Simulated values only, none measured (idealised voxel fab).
Process module in this document: voxel self aligned contacts
Square cell edge 5 nm, section width 260 nm, ID cut.
Cross-section layout: square cells on a grid; listed as bands, top to bottom; a band spans one or more cell rows. It is stipulated that each band's entry specify, in nanometres, the height of the top of the band and then that of its bottom, followed by the materials of the band in left-to-right sequence, each together with its width in nanometres. A single material marked by the word "all across" is understood to fill the band from edge to edge; the word "empty" is understood to denote empty space. Height 0 is the level under which the wafer as received is all one material. The lowest band goes on downwards, as in "0 and below". You'd read "30->40" like this: the band's top row of cells is as wide as the first number, its bottom row is as wide as the second, and going down, every row changes width by the same amount as the row before did. "no modifications", as given for a step, is the statement that not any cell of the cross-section underwent a change during that step. Each empty space that has no open way to the top and spans at least 8 cells appears under "Fully enclosed voids" as width x height at distance, the distance counted from the left edge, all in nm. Formally, on a step line, whatever follows the settings is a remark that the simulator itself makes on the step. overlay nm: mask offset rightward from planned place, masked step; negative means leftward offset.
Plan
1,RECEIVE | material Si
2,CONFORMAL_DEP | material SiO2 | thk nm 5
3,DIRECTIONAL_DEP | material polySi | thk nm 25
4,DIRECTIONAL_DEP | material SiN | thk nm 20
5,DIRECTIONAL_DEP | material aC | thk nm 10
6,PATTERN | tone cover | mask id GATE | material resist | width nm 25 | pitch nm 70 | thk nm 25 | overlay nm 0
7,DIRECTIONAL_ETCH | etch materials aC | depth nm 10
8,STRIP | etch materials resist
9,DIRECTIONAL_ETCH | etch materials SiN | depth nm 20
10,DIRECTIONAL_ETCH | etch materials polySi | depth nm 25
11,STRIP | etch materials aC
12,CONFORMAL_DEP | material SiN | thk nm 10
13,DIRECTIONAL_ETCH | etch materials SiN | depth nm 10
14,FILL_DEP | material SiO2 | thk nm 15
15,CMP | height nm 55
16,MASKED_ETCH | tone open | mask id CONTACT | width nm 55 | etch materials SiO2 | depth nm 55 | overlay nm 0
17,CONFORMAL_DEP | material TiN | thk nm 5
18,FILL_DEP | material W | thk nm 5
19,CMP | height nm 55
20,CONFORMAL_DEP | material SiCN | thk nm 5
The following pertains to the first of two wafers, which was processed as planned
Cross-section of the incoming wafer, state after step 1
* 0 and below  Si all across
* Fully enclosed voids: none
Cross-section of the wafer subsequent to step 2
* 5 down to 0  SiO2 all across
* Below 0 it's all the same as before, nothing changed down there.
Cross-section of the wafer subsequent to step 3
* 30 down to 5  polySi all across
* Below 5 it's all the same as before, nothing changed down there.
Cross-section of the wafer subsequent to step 4
* 50 down to 30  SiN all across
* Below 30 it's all the same as before, nothing changed down there.
Cross-section of the wafer subsequent to step 5
* 60 down to 50  aC all across
* Below 50 it's all the same as before, nothing changed down there.
Cross-section of the wafer subsequent to step 6
* 85 down to 60  empty: 80 / resist: 25 / empty: 45 / resist: 25 / empty: 85
* Below 60 it's all the same as before, nothing changed down there.
Cross-section of the wafer subsequent to step 7
* 75 down to 60  empty: 80 / resist: 25 / empty: 45 / resist: 25 / empty: 85
* 60 down to 50  empty: 80 / aC: 25 / empty: 45 / aC: 25 / empty: 85
* Below 50 it's all the same as before, nothing changed down there.
Cross-section of the wafer subsequent to step 8
* 60 down to 50  empty: 80 / aC: 25 / empty: 45 / aC: 25 / empty: 85
* Below 50 it's all the same as before, nothing changed down there.
Cross-section of the wafer subsequent to step 9
* 60 down to 50  empty: 80 / aC: 25 / empty: 45 / aC: 25 / empty: 85
* 50 down to 30  empty: 80 / SiN: 25 / empty: 45 / SiN: 25 / empty: 85
* Below 30 it's all the same as before, nothing changed down there.
Cross-section of the wafer subsequent to step 10
* 60 down to 50  empty: 80 / aC: 25 / empty: 45 / aC: 25 / empty: 85
* 50 down to 30  empty: 80 / SiN: 25 / empty: 45 / SiN: 25 / empty: 85
* 30 down to 5  empty: 80 / polySi: 25 / empty: 45 / polySi: 25 / empty: 85
* Below 5 it's all the same as before, nothing changed down there.
Cross-section of the wafer subsequent to step 11
* 50 down to 30  empty: 80 / SiN: 25 / empty: 45 / SiN: 25 / empty: 85
* Below 30 it's all the same as before, nothing changed down there.
Cross-section of the wafer subsequent to step 12
* 60 down to 30  empty: 70 / SiN: 45 / empty: 25 / SiN: 45 / empty: 75
* 30 down to 15  empty: 70 / SiN: 10 / polySi: 25 / SiN: 10 / empty: 25 / SiN: 10 / polySi: 25 / SiN: 10 / empty: 75
* 15 down to 5  SiN: 80 / polySi: 25 / SiN: 45 / polySi: 25 / SiN: 85
* Below 5 it's all the same as before, nothing changed down there.
Cross-section of the wafer subsequent to step 13
* 50 down to 30  empty: 70 / SiN: 45 / empty: 25 / SiN: 45 / empty: 75
* 30 down to 5  empty: 70 / SiN: 10 / polySi: 25 / SiN: 10 / empty: 25 / SiN: 10 / polySi: 25 / SiN: 10 / empty: 75
* Below 5 it's all the same as before, nothing changed down there.
Cross-section of the wafer subsequent to step 14
* 65 down to 50  SiO2 all across
* 50 down to 30  SiO2: 70 / SiN: 45 / SiO2: 25 / SiN: 45 / SiO2: 75
* 30 down to 5  SiO2: 70 / SiN: 10 / polySi: 25 / SiN: 10 / SiO2: 25 / SiN: 10 / polySi: 25 / SiN: 10 / SiO2: 75
* Below 5 it's all the same as before, nothing changed down there.
Cross-section of the wafer subsequent to step 15
* 55 down to 50  SiO2 all across
* Below 50 it's all the same as before, nothing changed down there.
Cross-section of the wafer subsequent to step 16
* 55 down to 50  SiO2: 100 / empty: 55 / SiO2: 105
* 50 down to 30  SiO2: 70 / SiN: 45 / empty: 25 / SiN: 45 / SiO2: 75
* 30 down to 5  SiO2: 70 / SiN: 10 / polySi: 25 / SiN: 10 / empty: 25 / SiN: 10 / polySi: 25 / SiN: 10 / SiO2: 75
* 5 down to 0  SiO2: 115 / empty: 25 / SiO2: 120
* Below 0 it's all the same as before, nothing changed down there.
Cross-section of the wafer subsequent to step 17
* 60 down to 55  TiN: 105 / empty: 45 / TiN: 110
* 55 down to 50  SiO2: 100 / TiN: 20 / empty: 15 / TiN: 20 / SiO2: 105
* 50 down to 30  SiO2: 70 / SiN: 45 / TiN: 5 / empty: 15 / TiN: 5 / SiN: 45 / SiO2: 75
* 30 down to 5  SiO2: 70 / SiN: 10 / polySi: 25 / SiN: 10 / TiN: 5 / empty: 15 / TiN: 5 / SiN: 10 / polySi: 25 / SiN: 10 / SiO2: 75
* 5 down to 0  SiO2: 115 / TiN: 25 / SiO2: 120
* Below 0 it's all the same as before, nothing changed down there.
Cross-section of the wafer subsequent to step 18
* 65 down to 60  W all across
* 60 down to 55  TiN: 105 / W: 45 / TiN: 110
* 55 down to 50  SiO2: 100 / TiN: 20 / W: 15 / TiN: 20 / SiO2: 105
* 50 down to 30  SiO2: 70 / SiN: 45 / TiN: 5 / W: 15 / TiN: 5 / SiN: 45 / SiO2: 75
* 30 down to 5  SiO2: 70 / SiN: 10 / polySi: 25 / SiN: 10 / TiN: 5 / W: 15 / TiN: 5 / SiN: 10 / polySi: 25 / SiN: 10 / SiO2: 75
* Below 5 it's all the same as before, nothing changed down there.
Cross-section of the wafer subsequent to step 19
* 55 down to 50  SiO2: 100 / TiN: 20 / W: 15 / TiN: 20 / SiO2: 105
* Below 50 it's all the same as before, nothing changed down there.
Cross-section of the wafer subsequent to step 20
* 60 down to 55  SiCN all across
* Below 55 it's all the same as before, nothing changed down there.
Wafer two of two - same starting point, same process plan, one mistake in execution; matches wafer one up to and including step 2
Look at the second wafer in cross-section at the time step 3 ought to have finished
* 25 down to 5  SiN all across
* Below 5 it's all the same as before, nothing changed down there.
Look at the second wafer in cross-section at the time step 4 ought to have finished
* 50 down to 25  polySi all across
* Below 25 it's all the same as before, nothing changed down there.
Look at the second wafer in cross-section at the time step 5 ought to have finished
* 60 down to 50  aC all across
* Below 50 it's all the same as before, nothing changed down there.
Look at the second wafer in cross-section at the time step 6 ought to have finished
* 85 down to 60  empty: 80 / resist: 25 / empty: 45 / resist: 25 / empty: 85
* Below 60 it's all the same as before, nothing changed down there.
Look at the second wafer in cross-section at the time step 7 ought to have finished
* 75 down to 60  empty: 80 / resist: 25 / empty: 45 / resist: 25 / empty: 85
* 60 down to 50  empty: 80 / aC: 25 / empty: 45 / aC: 25 / empty: 85
* Below 50 it's all the same as before, nothing changed down there.
Look at the second wafer in cross-section at the time step 8 ought to have finished
* 60 down to 50  empty: 80 / aC: 25 / empty: 45 / aC: 25 / empty: 85
* Below 50 it's all the same as before, nothing changed down there.
Look at the second wafer in cross-section at the time step 9 ought to have finished: no modifications
Look at the second wafer in cross-section at the time step 10 ought to have finished
* 60 down to 50  empty: 80 / aC: 25 / empty: 45 / aC: 25 / empty: 85
* 50 down to 25  empty: 80 / polySi: 25 / empty: 45 / polySi: 25 / empty: 85
* Below 25 it's all the same as before, nothing changed down there.
Look at the second wafer in cross-section at the time step 11 ought to have finished
* 50 down to 25  empty: 80 / polySi: 25 / empty: 45 / polySi: 25 / empty: 85
* Below 25 it's all the same as before, nothing changed down there.
Look at the second wafer in cross-section at the time step 12 ought to have finished
* 60 down to 50  empty: 70 / SiN: 45 / empty: 25 / SiN: 45 / empty: 75
* 50 down to 35  empty: 70 / SiN: 10 / polySi: 25 / SiN: 10 / empty: 25 / SiN: 10 / polySi: 25 / SiN: 10 / empty: 75
* 35 down to 25  SiN: 80 / polySi: 25 / SiN: 45 / polySi: 25 / SiN: 85
* Below 25 it's all the same as before, nothing changed down there.
Look at the second wafer in cross-section at the time step 13 ought to have finished
* 50 down to 25  empty: 70 / SiN: 10 / polySi: 25 / SiN: 10 / empty: 25 / SiN: 10 / polySi: 25 / SiN: 10 / empty: 75
* Below 25 it's all the same as before, nothing changed down there.
Look at the second wafer in cross-section at the time step 14 ought to have finished
* 65 down to 50  SiO2 all across
* 50 down to 25  SiO2: 70 / SiN: 10 / polySi: 25 / SiN: 10 / SiO2: 25 / SiN: 10 / polySi: 25 / SiN: 10 / SiO2: 75
* Below 25 it's all the same as before, nothing changed down there.
Look at the second wafer in cross-section at the time step 15 ought to have finished
* 55 down to 50  SiO2 all across
* Below 50 it's all the same as before, nothing changed down there.
Look at the second wafer in cross-section at the time step 16 ought to have finished
* 55 down to 50  SiO2: 100 / empty: 55 / SiO2: 105
* 50 down to 25  SiO2: 70 / SiN: 10 / polySi: 25 / SiN: 10 / empty: 25 / SiN: 10 / polySi: 25 / SiN: 10 / SiO2: 75
* Below 25 it's all the same as before, nothing changed down there.
Look at the second wafer in cross-section at the time step 17 ought to have finished
* 60 down to 55  TiN: 105 / empty: 45 / TiN: 110
* 55 down to 50  SiO2: 100 / TiN: 20 / empty: 15 / TiN: 20 / SiO2: 105
* 50 down to 30  SiO2: 70 / SiN: 10 / polySi: 25 / SiN: 10 / TiN: 5 / empty: 15 / TiN: 5 / SiN: 10 / polySi: 25 / SiN: 10 / SiO2: 75
* 30 down to 25  SiO2: 70 / SiN: 10 / polySi: 25 / SiN: 10 / TiN: 25 / SiN: 10 / polySi: 25 / SiN: 10 / SiO2: 75
* Below 25 it's all the same as before, nothing changed down there.
Look at the second wafer in cross-section at the time step 18 ought to have finished
* 65 down to 60  W all across
* 60 down to 55  TiN: 105 / W: 45 / TiN: 110
* 55 down to 50  SiO2: 100 / TiN: 20 / W: 15 / TiN: 20 / SiO2: 105
* 50 down to 30  SiO2: 70 / SiN: 10 / polySi: 25 / SiN: 10 / TiN: 5 / W: 15 / TiN: 5 / SiN: 10 / polySi: 25 / SiN: 10 / SiO2: 75
* Below 30 it's all the same as before, nothing changed down there.
Look at the second wafer in cross-section at the time step 19 ought to have finished
* 55 down to 50  SiO2: 100 / TiN: 20 / W: 15 / TiN: 20 / SiO2: 105
* Below 50 it's all the same as before, nothing changed down there.
Look at the second wafer in cross-section at the time step 20 ought to have finished
* 60 down to 55  SiCN all across
* Below 55 it's all the same as before, nothing changed down there.
Which mistake was made when the wafer was run? the executed order of steps 3 and 4 is the reverse of that specified in the plan, each step having taken the other's position
Wafer comparison, final, in cells, second relative to first, materials more or fewer: +136 SiN | -111 SiO2 | -10 TiN | -15 W
